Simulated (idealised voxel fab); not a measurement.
Process module heading - voxel gate over fins
For reference, the cross-section in this document is cut, with width 270 nm and square cells of 5 nm.
Cross-section, as written here: a square-cell grid given band by band from the top down, where a band holds one or more rows of cells.
Band: top and bottom heights (nm) first, top before bottom; then materials from left to right, widths in nm. "full width" marks a sole material filling the band edge to edge. "empty" denotes empty space.
Heights are reckoned from 0. Under this level, the received wafer is all of one material. The bottommost band is open-ended downward, for example "0 -> down".
The two numbers in a width such as "30..40" mark its ends across the band: the first belongs to the top row of cells, the second to the bottom row, and from each row to the next the width moves by the same amount.
For the purposes of this document, the phrase "remained unchanged" attached to a step denotes that no cell within the cross-section was modified by that step.
In the "Voids, sealed" entry, you get each enclosed empty space of 8 cells or more, one with no open way to the top, written width x height at distance, distance from the left edge, in nm.
Whatever follows a step's settings on its line is a remark the simulator itself makes about that step.
The setting "overlay nm" may be written on the line of a step. When the step uses a mask, the value reports how far to the right of the planned place the mask lay, and a negative value reports that it lay to the left.
The process steps that were planned are listed below
1: RECEIVE [material Si]
2: CONFORMAL_DEP [material SiN] [thk nm 5]
3: MASKED_ETCH [tone cover] [mask id FINS] [width nm 15] [pitch nm 55] [etch materials SiN] [depth nm 5] [overlay nm 0]
4: MASKED_ETCH [tone cover] [mask id FINS] [width nm 15] [pitch nm 55] [etch materials Si] [depth nm 35] [overlay nm 0]
5: OXIDIZE [depth nm 5]
6: FILL_DEP [material SiO2] [thk nm 15]
7: CMP [height nm 5]
8: PATTERN [tone open] [mask id RAIL] [material resist] [width nm 15] [thk nm 20] [overlay nm 0]
9: DIRECTIONAL_ETCH [etch materials SiO2] [depth nm 35]
10: STRIP [etch materials resist]
11: CONFORMAL_DEP [material TiN] [thk nm 5]
12: FILL_DEP [material Ru] [thk nm 5]
13: CMP [height nm 5]
14: SELECTIVE_ETCH [etch materials W Ru TiN] [depth nm 20]
15: FILL_DEP [material SiO2] [thk nm 5]
16: CMP [height nm 5]
17: SELECTIVE_ETCH [etch materials SiO2] [depth nm 15]
18: STRIP [etch materials SiN]
19: CONFORMAL_DEP [material HfO2] [thk nm 5]
20: CONFORMAL_DEP [material TiN] [thk nm 5]
21: FILL_DEP [material W] [thk nm 15]
22: CMP [height nm 20]
23: CONFORMAL_DEP [material SiCN] [thk nm 5]
Wafer-to-wafer difference: width nm, step 8. Common start. Plan = first wafer's value.
This is how the first of several wafers looked in cross-section when it arrived, which is after step 1
> 0 -> down = Si full width
> Voids, sealed: none
Here's the first of several wafers in cross-section, end of the module, after the last step, step 23
> 25 -> 20 = SiCN full width
> 20 -> 10 = W full width
> 10 -> 5 = 40 of W, 25 of TiN, 30 of W, 25 of TiN, 30 of W, 25 of TiN, 30 of W, 25 of TiN, 40 of W
> 5 -> 0 = 40 of W, 5 of TiN, 15 of HfO2, 5 of TiN, 30 of W, 5 of TiN, 15 of HfO2, 5 of TiN, 30 of W, 5 of TiN, 15 of HfO2, 5 of TiN, 30 of W, 5 of TiN, 15 of HfO2, 5 of TiN, 40 of W
> 0 -> -5 = 45 of TiN, 5 of HfO2, 5 of Si, 5 of HfO2, 40 of TiN, 5 of HfO2, 5 of Si, 5 of HfO2, 40 of TiN, 5 of HfO2, 5 of Si, 5 of HfO2, 40 of TiN, 5 of HfO2, 5 of Si, 5 of HfO2, 45 of TiN
> -5 -> -10 = 50 of HfO2, 5 of Si, 50 of HfO2, 5 of Si, 50 of HfO2, 5 of Si, 50 of HfO2, 5 of Si, 50 of HfO2
> -10 -> -15 = 50 of SiO2, 5 of Si, 50 of SiO2, 5 of Si, 50 of SiO2, 5 of Si, 50 of SiO2, 5 of Si, 50 of SiO2
> -15 -> -25 = 50 of SiO2, 5 of Si, 15 of SiO2, 5 of TiN, 5 of Ru, 5 of TiN, 20 of SiO2, 5 of Si, 50 of SiO2, 5 of Si, 50 of SiO2, 5 of Si, 50 of SiO2
> -25 -> -30 = 50 of SiO2, 5 of Si, 15 of SiO2, 15 of TiN, 20 of SiO2, 5 of Si, 50 of SiO2, 5 of Si, 50 of SiO2, 5 of Si, 50 of SiO2
> -30 -> -40 = 50 of SiO2, 5 of Si, 50 of SiO2, 5 of Si, 50 of SiO2, 5 of Si, 50 of SiO2, 5 of Si, 50 of SiO2
> -40 -> down = Si full width
> Voids, sealed: none
End of module: cross-section, last of several wafers
> 25 -> 20 = SiCN full width
> 20 -> 10 = W full width
> 10 -> 5 = 40 of W, 25 of TiN, 30 of W, 25 of TiN, 30 of W, 25 of TiN, 30 of W, 25 of TiN, 40 of W
> 5 -> 0 = 40 of W, 5 of TiN, 15 of HfO2, 5 of TiN, 30 of W, 5 of TiN, 15 of HfO2, 5 of TiN, 30 of W, 5 of TiN, 15 of HfO2, 5 of TiN, 30 of W, 5 of TiN, 15 of HfO2, 5 of TiN, 40 of W
> 0 -> -5 = 45 of TiN, 5 of HfO2, 5 of Si, 5 of HfO2, 40 of TiN, 5 of HfO2, 5 of Si, 5 of HfO2, 40 of TiN, 5 of HfO2, 5 of Si, 5 of HfO2, 40 of TiN, 5 of HfO2, 5 of Si, 5 of HfO2, 45 of TiN
> -5 -> -10 = 50 of HfO2, 5 of Si, 50 of HfO2, 5 of Si, 50 of HfO2, 5 of Si, 50 of HfO2, 5 of Si, 50 of HfO2
> -10 -> -15 = 50 of SiO2, 5 of Si, 50 of SiO2, 5 of Si, 50 of SiO2, 5 of Si, 50 of SiO2, 5 of Si, 50 of SiO2
> -15 -> -25 = 50 of SiO2, 5 of Si, 10 of SiO2, 5 of TiN, 20 of Ru, 5 of TiN, 10 of SiO2, 5 of Si, 50 of SiO2, 5 of Si, 50 of SiO2, 5 of Si, 50 of SiO2
> -25 -> -30 = 50 of SiO2, 5 of Si, 10 of SiO2, 30 of TiN, 10 of SiO2, 5 of Si, 50 of SiO2, 5 of Si, 50 of SiO2, 5 of Si, 50 of SiO2
> -30 -> -40 = 50 of SiO2, 5 of Si, 50 of SiO2, 5 of Si, 50 of SiO2, 5 of Si, 50 of SiO2, 5 of Si, 50 of SiO2
> -40 -> down = Si full width
> Voids, sealed: none
Note: the following table is arranged by wafer, a row apiece. Each row reports the end-of-module state: per material, cells gained (+) or cells lost (-) compared with the wafer as received; closed voids follow
width nm 15; +70 HfO2; +2 Ru; -400 Si; +54 SiCN; +291 SiO2; +77 TiN; +176 W; Voids, sealed: none
width nm 20; +70 HfO2; +4 Ru; -400 Si; +54 SiCN; +288 SiO2; +78 TiN; +176 W; Voids, sealed: none
width nm 25; +70 HfO2; +6 Ru; -400 Si; +54 SiCN; +285 SiO2; +79 TiN; +176 W; Voids, sealed: none
width nm 30; +70 HfO2; +8 Ru; -400 Si; +54 SiCN; +282 SiO2; +80 TiN; +176 W; Voids, sealed: none
